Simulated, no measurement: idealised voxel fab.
This is a process module. Its name is voxel transistor to metal.
The width of the displayed cross-section, cut, is 190 nm; its cells are square, with a size of 5 nm.
In this document a cross-section is written as a grid of square cells. It is given as a series of bands, listed from the top down, and a band is one or more rows of cells.
Band entry format. Leading values: height of top, height of bottom, nm. Remainder: materials in left-to-right order, each with its width in nm. Special words: "full width" on a single material, which then fills the band edge to edge; "air", empty space.
Convention: height 0 is the level below which the wafer, as received, is all one material. The lowest band does not terminate at the bottom but continues downward, represented as "from 0 down".
The notation "30 to 40" denotes a width that varies across the rows of cells in the band, beginning at the first number in the top row, finishing at the second number in the bottom row, and changing by an identical amount from each row to the next.
It should be understood that the words "remains unaltered", when stated for a given step, signify that the cross-section underwent no change in any of its cells during that step.
"Enclosed void inventory" enumerates empty spaces isolated from the top, with no open way to it, that contain at least 8 cells, giving each as width x height at distance from the left edge, all three in nm.
after a step's settings: what the simulator itself notes on the step
If you see "overlay nm" on a step's line and that step has a mask, it's telling you how far right of where it was planned the mask ended up; a negative number means it went left instead.
## Steps planned for the process
1 RECEIVE,material Si
2 OXIDIZE,depth nm 5
3 CONFORMAL_DEP,material SiN,thk nm 15
4 PATTERN,tone cover,mask id ACTIVE,material resist,width nm 105,thk nm 20,overlay nm 0
5 DIRECTIONAL_ETCH,etch materials SiN,depth nm 15
6 DIRECTIONAL_ETCH,etch materials SiO2,depth nm 5
7 DIRECTIONAL_ETCH,etch materials Si,depth nm 30
8 STRIP,etch materials resist
9 FILL_DEP,material SiO2,thk nm 10
10 CMP,height nm 15
11 SELECTIVE_ETCH,etch materials SiO2,depth nm 5
12 STRIP,etch materials SiN
13 SELECTIVE_ETCH,etch materials SiO2,depth nm 5
14 OXIDIZE,depth nm 5
15 DIRECTIONAL_DEP,material polySi,thk nm 30
16 DIRECTIONAL_DEP,material SiCN,thk nm 15
17 DIRECTIONAL_DEP,material aC,thk nm 10
18 PATTERN,tone cover,mask id GATE,material resist,width nm 35,thk nm 25,overlay nm 0
19 DIRECTIONAL_ETCH,etch materials aC,depth nm 10
20 STRIP,etch materials resist
21 DIRECTIONAL_ETCH,etch materials SiCN,depth nm 25
22 DIRECTIONAL_ETCH,etch materials polySi,depth nm 40
23 STRIP,etch materials aC
24 CONFORMAL_DEP,material SiO2,thk nm 5
25 DIRECTIONAL_ETCH,etch materials SiO2,depth nm 5
26 CONFORMAL_DEP,material SiN,thk nm 10
27 DIRECTIONAL_ETCH,etch materials SiN,depth nm 10
28 DIRECTIONAL_ETCH,etch materials SiO2,depth nm 5
29 DIRECTIONAL_ETCH,etch materials Si,depth nm 10
30 EPI,material pSi,thk nm 15
31 FILL_DEP,material SiO2,thk nm 10
32 CMP,height nm 25
33 STRIP,etch materials polySi
34 SELECTIVE_ETCH,etch materials SiO2,depth nm 5
35 CONFORMAL_DEP,material HfO2,thk nm 5
36 CONFORMAL_DEP,material TiN,thk nm 5
37 FILL_DEP,material W,thk nm 10
38 CMP,height nm 20
39 DIRECTIONAL_DEP,material SiO2,thk nm 10
40 MASKED_ETCH,tone open,mask id CONTACT,width nm 15,pitch nm 80,etch materials SiO2,depth nm 25,overlay nm 0
41 CONFORMAL_DEP,material TiN,thk nm 5
42 FILL_DEP,material Ru,thk nm 5
43 CMP,height nm 30
44 DIRECTIONAL_DEP,material TiN,thk nm 5
45 DIRECTIONAL_DEP,material W,thk nm 15
46 DIRECTIONAL_DEP,material aC,thk nm 10
47 PATTERN,tone cover,mask id METAL_1,material resist,width nm 15,pitch nm 80,thk nm 25,overlay nm 0
48 DIRECTIONAL_ETCH,etch materials aC,depth nm 10
49 STRIP,etch materials resist
50 DIRECTIONAL_ETCH,etch materials W,depth nm 15
51 DIRECTIONAL_ETCH,etch materials TiN,depth nm 5
52 STRIP,etch materials aC
53 FILL_DEP,material lowk,thk nm 5
54 CMP,height nm 50
55 CONFORMAL_DEP,material SiCN,thk nm 5
## This is the cross-section of the wafer as we received it, i.e. after step 1
  from 0 down: Si full width
  Enclosed void inventory: none
## Sectioned view, first of two wafers, at the close of the module, processed as intended in the plan
  from 55 to 50: SiCN full width
  from 50 to 35: 45 nm lowk, then 15 nm W, then 65 nm lowk, then 15 nm W, then 50 nm lowk
  from 35 to 30: 45 nm lowk, then 15 nm TiN, then 65 nm lowk, then 15 nm TiN, then 50 nm lowk
  from 30 to 20: 45 nm SiO2, then 5 nm TiN, then 5 nm Ru, then 5 nm TiN, then 65 nm SiO2, then 5 nm TiN, then 5 nm Ru, then 5 nm TiN, then 50 nm SiO2
  from 20 to 10: 45 nm SiO2, then 5 nm TiN, then 5 nm Ru, then 5 nm TiN, then 10 nm SiN, then 5 nm HfO2, then 5 nm TiN, then 25 nm W, then 5 nm TiN, then 5 nm HfO2, then 10 nm SiN, then 5 nm TiN, then 5 nm Ru, then 5 nm TiN, then 50 nm SiO2
  from 10 to 5: 45 nm SiO2, then 15 nm TiN, then 10 nm SiN, then 5 nm HfO2, then 5 nm TiN, then 25 nm W, then 5 nm TiN, then 5 nm HfO2, then 10 nm SiN, then 15 nm TiN, then 50 nm SiO2
  from 5 to 0: 40 nm SiO2, then 10 nm SiN, then 10 nm pSi, then 10 nm SiN, then 5 nm HfO2, then 5 nm TiN, then 25 nm W, then 5 nm TiN, then 5 nm HfO2, then 10 nm SiN, then 10 nm pSi, then 10 nm SiN, then 45 nm SiO2
  from 0 to -5: 40 nm SiO2, then 10 nm SiN, then 10 nm pSi, then 10 nm SiN, then 5 nm HfO2, then 35 nm TiN, then 5 nm HfO2, then 10 nm SiN, then 10 nm pSi, then 10 nm SiN, then 45 nm SiO2
  from -5 to -10: 50 nm SiO2, then 10 nm pSi, then 10 nm SiO2, then 45 nm HfO2, then 10 nm SiO2, then 10 nm pSi, then 55 nm SiO2
  from -10 to -20: 40 nm SiO2, then 10 nm Si, then 10 nm pSi, then 65 nm Si, then 10 nm pSi, then 10 nm Si, then 45 nm SiO2
  from -20 to -35: 40 nm SiO2, then 105 nm Si, then 45 nm SiO2
  from -35 down: Si full width
  Enclosed void inventory: none
## So this is wafer number two of the two, cut at the end of the module - it started where the first did and had the same plan, we just got one thing wrong running it
  from 55 to 50: SiCN full width
  from 50 to 35: 45 nm lowk, then 15 nm W, then 65 nm lowk, then 15 nm W, then 50 nm lowk
  from 35 to 30: 45 nm lowk, then 15 nm TiN, then 65 nm lowk, then 15 nm TiN, then 50 nm lowk
  from 30 to 20: 45 nm SiO2, then 5 nm TiN, then 5 nm Ru, then 5 nm TiN, then 65 nm SiO2, then 5 nm TiN, then 5 nm Ru, then 5 nm TiN, then 50 nm SiO2
  from 20 to 10: 45 nm SiO2, then 5 nm TiN, then 5 nm Ru, then 5 nm TiN, then 10 nm SiN, then 5 nm TiN, then 35 nm W, then 5 nm TiN, then 10 nm SiN, then 5 nm TiN, then 5 nm Ru, then 5 nm TiN, then 50 nm SiO2
  from 10 to 5: 45 nm SiO2, then 15 nm TiN, then 10 nm SiN, then 5 nm TiN, then 35 nm W, then 5 nm TiN, then 10 nm SiN, then 15 nm TiN, then 50 nm SiO2
  from 5 to -5: 40 nm SiO2, then 10 nm SiN, then 10 nm pSi, then 10 nm SiN, then 5 nm TiN, then 35 nm W, then 5 nm TiN, then 10 nm SiN, then 10 nm pSi, then 10 nm SiN, then 45 nm SiO2
  from -5 to -10: 50 nm SiO2, then 10 nm pSi, then 10 nm SiO2, then 45 nm TiN, then 10 nm SiO2, then 10 nm pSi, then 55 nm SiO2
  from -10 to -20: 40 nm SiO2, then 10 nm Si, then 10 nm pSi, then 65 nm Si, then 10 nm pSi, then 10 nm Si, then 45 nm SiO2
  from -20 to -35: 40 nm SiO2, then 105 nm Si, then 45 nm SiO2
  from -35 down: Si full width
  Enclosed void inventory: none
Finding, execution versus plan: plan step 35 never ran because it was skipped
The second wafer ends with more or fewer cells of some materials than the first, per final count: HfO2: 19 fewer, TiN: 4 more, W: 15 more
